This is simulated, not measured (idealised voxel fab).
This section sets out a process module, namely voxel wiring stack.
Section shown: cut. Width: 245 nm. Cell size: 5 nm, square.
Cross-section layout: square cells on a grid; listed as bands, top to bottom; a band spans one or more cell rows. Band: top and bottom heights (nm) first, top before bottom; then materials from left to right, widths in nm. "throughout" marks a sole material filling the band edge to edge. "air" denotes empty space. Heights are measured from 0, the level below which the as-received wafer is all one material; the lowest band has no bottom and continues downward, written as in "0..down". Width "30 to 40": first value at the band's top row of cells, second value at its bottom row, equal change from row to row. When a step is marked "changes: none", none of the cells in the cross-section changed during that step. Under "closed voids" you'll find the enclosed gaps, the ones with no way out to the top, that are 8 cells or bigger; each reads width x height at distance, with distance counted from the left edge, everything in nm. Note: text after step settings on the step line = simulator remark on that step. Among the settings permitted on a step's line is "overlay nm"; applied to a step with a mask, it specifies the extent to which the mask lay to the right of its planned position, whereas a negative figure signifies a position to the left.
## So here's the lineup of process steps we planned
- 1: RECEIVE, material Si
- 2: CONFORMAL_DEP, material SiO2, thk nm 15
- 3: DIRECTIONAL_DEP, material TiN, thk nm 5
- 4: DIRECTIONAL_DEP, material W, thk nm 25
- 5: MASKED_ETCH, tone cover, mask id METAL_1, width nm 25, pitch nm 50, etch materials W, depth nm 25, overlay nm 0
- 6: MASKED_ETCH, tone cover, mask id METAL_1, width nm 25, pitch nm 50, etch materials TiN, depth nm 5, overlay nm 0
- 7: CONFORMAL_DEP, material SiN, thk nm 5
- 8: FILL_DEP, material SiO2, thk nm 5
- 9: CMP, height nm 45
- 10: CONFORMAL_DEP, material SiCN, thk nm 5
- 11: DIRECTIONAL_DEP, material lowk, thk nm 15
- 12: DIRECTIONAL_DEP, material aC, thk nm 15
- 13: PATTERN, tone open, mask id PLUG_1, material resist, width nm 15, thk nm 35, overlay nm 0
- 14: DIRECTIONAL_ETCH, etch materials aC, depth nm 15
- 15: STRIP, etch materials resist
- 16: DIRECTIONAL_ETCH, etch materials lowk, depth nm 15
- 17: DIRECTIONAL_ETCH, etch materials SiCN, depth nm 5
- 18: STRIP, etch materials aC
- 19: EPI, material Ru, thk nm 10
- 20: EPI, material Ru, thk nm 10
- 21: DIRECTIONAL_DEP, material TiN, thk nm 5
- 22: DIRECTIONAL_DEP, material W, thk nm 20
- 23: PATTERN, tone cover, mask id METAL_2, material resist, width nm 25, pitch nm 50, thk nm 15, overlay nm 0
- 24: DIRECTIONAL_ETCH, etch materials W, depth nm 20
- 25: DIRECTIONAL_ETCH, etch materials TiN, depth nm 5
- 26: STRIP, etch materials resist
- 27: CONFORMAL_DEP, material SiCN, thk nm 5
- 28: FILL_DEP, material SiO2, thk nm 5
- 29: CMP, height nm 90
- 30: CONFORMAL_DEP, material SiCN, thk nm 5
- 31: DIRECTIONAL_DEP, material lowk, thk nm 30
- 32: MASKED_ETCH, tone open, mask id METAL_3, width nm 25, pitch nm 50, etch materials lowk, depth nm 15, overlay nm 0
- 33: PATTERN, tone open, mask id METAL_3_HOLES, material resist, width nm 15, thk nm 15, overlay nm 0
- 34: DIRECTIONAL_ETCH, etch materials lowk, depth nm 15
- 35: DIRECTIONAL_ETCH, etch materials SiCN, depth nm 5
- 36: STRIP, etch materials resist
- 37: CONFORMAL_DEP, material TiN, thk nm 5
- 38: FILL_DEP, material Cu, thk nm 10
- 39: CMP, height nm 125
- 40: CONFORMAL_DEP, material SiCN, thk nm 5
## This is the cross-section of the wafer as we received it, i.e. after step 1
* 0..down = Si throughout
* closed voids: none
## The cross-section shown corresponds to the wafer at the conclusion of the module. The initial structure and the process plan are those presented above; however, one mistake occurred in executing the plan
* 130..125 = SiCN throughout
* 125..115 = Cu 95 nm / TiN 5 nm / lowk 10 nm / TiN 5 nm / Cu 15 nm / TiN 5 nm / lowk 25 nm / TiN 5 nm / Cu 80 nm
* 115..110 = TiN 100 nm / lowk 10 nm / TiN 25 nm / lowk 25 nm / TiN 85 nm
* 110..95 = lowk throughout
* 95..90 = SiCN throughout
* 90..70 = SiO2 80 nm / SiCN 5 nm / W 25 nm / SiCN 5 nm / SiO2 15 nm / SiCN 5 nm / W 25 nm / SiCN 5 nm / SiO2 80 nm
* 70..65 = SiCN 85 nm / TiN 25 nm / SiCN 25 nm / TiN 25 nm / SiCN 85 nm
* 65..50 = lowk 85 nm / Ru 15 nm / lowk 145 nm
* 50..45 = SiCN 85 nm / Ru 15 nm / SiCN 145 nm
* 45..20 = SiO2 80 nm / SiN 5 nm / W 25 nm / SiN 5 nm / SiO2 15 nm / SiN 5 nm / W 25 nm / SiN 5 nm / SiO2 80 nm
* 20..15 = SiN 85 nm / TiN 25 nm / SiN 25 nm / TiN 25 nm / SiN 85 nm
* 15..0 = SiO2 throughout
* 0..down = Si throughout
* closed voids: none
The plan and the run diverged here: step 32 changed vs plan, executed as MASKED_ETCH, tone cover, mask id METAL_3, width nm 25, pitch nm 50, etch materials lowk, depth nm 15, overlay nm 0
